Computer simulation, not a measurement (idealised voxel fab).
Presented below is a process module, voxel self aligned contacts.
The width of the displayed cross-section, cut, is 300 nm; its cells are square, with a size of 5 nm.
Square cells in a grid make up a cross-section in this document, and the grid is given as bands, listed from the top down, each one or more rows of cells.
The entry gives the band's vertical extent as a top height and a bottom height in nm, then its horizontal make-up as materials from left to right, each with a width in nm. "empty" stands for empty space; a single material marked "full width" fills the band edge to edge.
Height 0 is the level under which the wafer as received is all one material. The lowest band goes on downwards, as in "0 -> down".
A width given as "30->40" starts at the first number in the band's top row and ends at the second number in its bottom row, shifting by an equal amount at every step from row to row.
You'll sometimes find "stayed the same" written for a step, and that's the way of saying that nowhere in the cross-section did a cell change during that step.
Basically, "Sealed internal voids" tells you about the enclosed voids: empty spaces with no open way to the top, 8 cells or bigger, each written width x height at distance, where distance is from the left edge, all in nm.
Past the settings on a step's line: simulator remark, on that step.
overlay nm: how far to the right of its planned place the mask lay on this masked step (negative: to the left).

# The following list gives the planned process steps
1: RECEIVE [material Si]
2: OXIDIZE [depth nm 5]
3: DIRECTIONAL_DEP [material polySi] [thk nm 30]
4: DIRECTIONAL_DEP [material SiN] [thk nm 20]
5: DIRECTIONAL_DEP [material aC] [thk nm 15]
6: PATTERN [tone cover] [mask id GATE] [material resist] [width nm 35] [pitch nm 80] [thk nm 35] [overlay nm 0]
7: DIRECTIONAL_ETCH [etch materials aC] [depth nm 15]
8: STRIP [etch materials resist]
9: DIRECTIONAL_ETCH [etch materials SiN] [depth nm 20]
10: DIRECTIONAL_ETCH [etch materials polySi] [depth nm 30]
11: STRIP [etch materials aC]
12: CONFORMAL_DEP [material SiN] [thk nm 10]
13: DIRECTIONAL_ETCH [etch materials SiN] [depth nm 10]
14: FILL_DEP [material SiO2] [thk nm 20]
15: CMP [height nm 60]
16: PATTERN [tone open] [mask id CONTACT] [material resist] [width nm 65] [thk nm 15] [overlay nm 0]
17: DIRECTIONAL_ETCH [etch materials SiO2] [depth nm 65]
18: STRIP [etch materials resist]
19: CONFORMAL_DEP [material TiN] [thk nm 5]
20: FILL_DEP [material W] [thk nm 5]
21: CMP [height nm 60]
22: CONFORMAL_DEP [material SiN] [thk nm 5]

# The cross-section here shows the wafer as received, i.e. in its state after step 1
* 0 -> down | Si full width
* Sealed internal voids: none

# Starting wafer: above. Plan: above. Run: one mistake. Cross-section after the module: below
* 65 -> 60 | SiN full width
* 60 -> 55 | 80 of SiO2, 55 of SiN, 5 of TiN, 15 of W, 5 of TiN, 55 of SiN, 85 of SiO2
* 55 -> 50 | 80 of SiO2, 55 of SiN, 25 of TiN, 55 of SiN, 85 of SiO2
* 50 -> 30 | SiN full width
* 30 -> 0 | polySi full width
* 0 -> -5 | SiO2 full width
* -5 -> down | Si full width
* Sealed internal voids: none
The mistake made against the process plan was this: step 4 in the plan was executed twice
